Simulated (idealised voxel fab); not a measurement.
process module | voxel capacitor over wiring
cross-section cut | 230 nm wide | cells 5 nm
A cross-section is a grid of square cells, given in bands from the top down. A band is one or more rows of cells.
Each band's line starts with the height of the band's top and of its bottom, in nm. Then come its materials from left to right, each with its width in nm. One material with "throughout" fills the band from edge to edge. "air" is empty space.
Height 0 is the level under which the wafer as received is all one material. The lowest band goes on downwards, as in "0 down".
A width such as "30 to 40" changes by the same amount from each row of cells to the next, from the band's top row to its bottom row.
"no change" after a step means that no cell of the cross-section changed.
closed voids: empty space of 8 cells or more with no open way to the top, each as width x height at its distance from the left edge, in nm
after a step's settings: what the simulator itself notes on the step
overlay nm, on a step with a mask: how far to the right of its planned place the mask lay; to the left if negative
plan
1 op RECEIVE | material Si
2 op CONFORMAL_DEP | material SiO2 | thk nm 10
3 op CONFORMAL_DEP | material SiN | thk nm 5
4 op DIRECTIONAL_DEP | material lowk | thk nm 15
5 op PATTERN | tone open | mask id METAL_1 | material resist | width nm 20 | pitch nm 80 | thk nm 20 | overlay nm 0
6 op DIRECTIONAL_ETCH | etch materials lowk | depth nm 15
7 op DIRECTIONAL_ETCH | etch materials SiN | depth nm 5
8 op STRIP | etch materials resist
9 op CONFORMAL_DEP | material TiN | thk nm 5
10 op FILL_DEP | material W | thk nm 10
11 op CMP | height nm 30
12 op CONFORMAL_DEP | material SiCN | thk nm 5
13 op DIRECTIONAL_DEP | material SiO2 | thk nm 15
14 op MASKED_ETCH | tone open | mask id PLUG_1 | width nm 15 | etch materials SiO2 | depth nm 15 | overlay nm 0
15 op MASKED_ETCH | tone open | mask id PLUG_1 | width nm 15 | etch materials SiCN | depth nm 5 | overlay nm 0
16 op CONFORMAL_DEP | material TiN | thk nm 5
17 op FILL_DEP | material Ru | thk nm 10
18 op CMP | height nm 50
19 op DIRECTIONAL_DEP | material TiN | thk nm 5
20 op DIRECTIONAL_DEP | material Al2O3 | thk nm 5
21 op DIRECTIONAL_DEP | material TiN | thk nm 5
22 op MASKED_ETCH | tone cover | mask id UPPER_PLATE | width nm 65 | etch materials TiN | depth nm 5 | overlay nm 0
23 op MASKED_ETCH | tone cover | mask id UPPER_PLATE | width nm 65 | etch materials Al2O3 | depth nm 5 | overlay nm 0
24 op PATTERN | tone cover | mask id LOWER_PLATE | material resist | width nm 75 | thk nm 20 | overlay nm 0
25 op DIRECTIONAL_ETCH | etch materials TiN | depth nm 5
26 op STRIP | etch materials resist
27 op FILL_DEP | material SiO2 | thk nm 15
28 op CMP | height nm 75
29 op MASKED_ETCH | tone open | mask id PLUG_2 | width nm 15 | etch materials SiO2 | depth nm 10 | overlay nm 0
30 op CONFORMAL_DEP | material TiN | thk nm 5
31 op FILL_DEP | material Ru | thk nm 10
32 op CMP | height nm 75
33 op CONFORMAL_DEP | material SiN | thk nm 5
as received, after step 1
  0 down: Si throughout
  closed voids: none
first wafer at the end, as planned
  80 to 75: SiN throughout
  75 to 70: SiO2 80 | TiN 5 | Ru 5 | TiN 5 | SiO2 135
  70 to 60: SiO2 80 to 70 | TiN 15 to 65 | SiO2 135 to 95
  60 to 55: SiO2 70 | Al2O3 65 | SiO2 95
  55 to 50: SiO2 65 | TiN 75 | SiO2 90
  50 to 35: SiO2 70 | TiN 5 | Ru 5 | TiN 5 | SiO2 145
  35 to 30: SiCN 70 | TiN 15 | SiCN 145
  30 to 15: lowk 65 | TiN 5 | W 10 | TiN 5 | lowk 60 | TiN 5 | W 10 | TiN 5 | lowk 65
  15 to 10: SiN 65 | TiN 20 | SiN 60 | TiN 20 | SiN 65
  10 to 0: SiO2 throughout
  0 down: Si throughout
  closed voids: none
second wafer at the end: like start, like plan, one mistake
  80 to 75: SiN throughout
  75 to 70: SiO2 80 | TiN 5 | Ru 5 | TiN 5 | SiO2 135
  70 to 65: SiO2 80 | TiN 15 | SiO2 135
  65 to 60: SiO2 throughout
  60 to 55: SiO2 70 | Al2O3 65 | SiO2 95
  55 to 50: TiN 65 | SiO2 5 | TiN 65 | SiO2 5 | TiN 90
  50 to 35: SiO2 70 | TiN 5 | Ru 5 | TiN 5 | SiO2 145
  35 to 30: SiCN 70 | TiN 15 | SiCN 145
  30 to 15: lowk 65 | TiN 5 | W 10 | TiN 5 | lowk 60 | TiN 5 | W 10 | TiN 5 | lowk 65
  15 to 10: SiN 65 | TiN 20 | SiN 60 | TiN 20 | SiN 65
  10 to 0: SiO2 throughout
  0 down: Si throughout
  closed voids: none
what went wrong: step 24 ran as: op PATTERN | tone open | mask id LOWER_PLATE | material resist | width nm 75 | thk nm 20 | overlay nm 0
at the end the second wafer has, in cells: 16 fewer of SiO2 | 16 more of TiN
